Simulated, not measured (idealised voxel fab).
process module | voxel self aligned vias
cross-section cut | 280 nm wide | cells 5 nm
A cross-section is a grid of square cells, given in bands from the top down. A band is one or more rows of cells.
Each band's line starts with the height of the band's top and of its bottom, in nm. Then come its materials from left to right, each with its width in nm. One material with "throughout" fills the band from edge to edge. "air" is empty space.
Height 0 is the level under which the wafer as received is all one material. The lowest band goes on downwards, as in "0 down".
A width such as "30 to 40" changes by the same amount from each row of cells to the next, from the band's top row to its bottom row.
"no change" after a step means that no cell of the cross-section changed.
closed voids: empty space of 8 cells or more with no open way to the top, each as width x height at its distance from the left edge, in nm
after a step's settings: what the simulator itself notes on the step
overlay nm, on a step with a mask: how far to the right of its planned place the mask lay; to the left if negative
plan
1 op RECEIVE | material Si
2 op CONFORMAL_DEP | material SiO2 | thk nm 10
3 op CONFORMAL_DEP | material SiCN | thk nm 5
4 op DIRECTIONAL_DEP | material lowk | thk nm 30
5 op DIRECTIONAL_DEP | material aC | thk nm 15
6 op PATTERN | tone open | mask id LINES | material resist | width nm 30 | pitch nm 65 | thk nm 35 | overlay nm 0
7 op DIRECTIONAL_ETCH | etch materials aC | depth nm 15
8 op STRIP | etch materials resist
9 op DIRECTIONAL_ETCH | etch materials lowk | depth nm 30
10 op STRIP | etch materials aC
11 op CONFORMAL_DEP | material TiN | thk nm 5
12 op FILL_DEP | material W | thk nm 10
13 op CMP | height nm 45
14 op SELECTIVE_ETCH | etch materials W Ru TiN | depth nm 10
15 op FILL_DEP | material SiN | thk nm 5
16 op CMP | height nm 45
17 op DIRECTIONAL_DEP | material lowk | thk nm 20
18 op MASKED_ETCH | tone open | mask id VIAS | width nm 50 | pitch nm 65 | etch materials lowk | depth nm 20 | overlay nm 0
19 op MASKED_ETCH | tone open | mask id VIAS | width nm 50 | pitch nm 65 | etch materials SiN | depth nm 10 | overlay nm -15
20 op CONFORMAL_DEP | material TiN | thk nm 5
21 op FILL_DEP | material Ru | thk nm 10
22 op CMP | height nm 65
23 op CONFORMAL_DEP | material SiN | thk nm 5
varied across the wafers: overlay nm of step 19. The plan shows the first wafer's value. All wafers start alike
first wafer as received, after step 1
  0 down: Si throughout
  closed voids: none
each wafer at the end: cells of each material gained (+) or lost (-) since it was received, then its closed voids
overlay nm -15 | +90 Ru | +56 SiCN | +62 SiN | +112 SiO2 | +96 TiN | +36 W | +332 lowk | closed voids: none
overlay nm -10 | +96 Ru | +56 SiCN | +56 SiN | +112 SiO2 | +96 TiN | +36 W | +332 lowk | closed voids: none
overlay nm -5 | +96 Ru | +56 SiCN | +56 SiN | +112 SiO2 | +96 TiN | +36 W | +332 lowk | closed voids: none
overlay nm 0 | +96 Ru | +56 SiCN | +56 SiN | +112 SiO2 | +96 TiN | +36 W | +332 lowk | closed voids: none
overlay nm 5 | +96 Ru | +56 SiCN | +56 SiN | +112 SiO2 | +96 TiN | +36 W | +332 lowk | closed voids: none
overlay nm 10 | +96 Ru | +56 SiCN | +56 SiN | +112 SiO2 | +96 TiN | +36 W | +332 lowk | closed voids: none
overlay nm 15 | +90 Ru | +56 SiCN | +62 SiN | +112 SiO2 | +96 TiN | +36 W | +332 lowk | closed voids: none
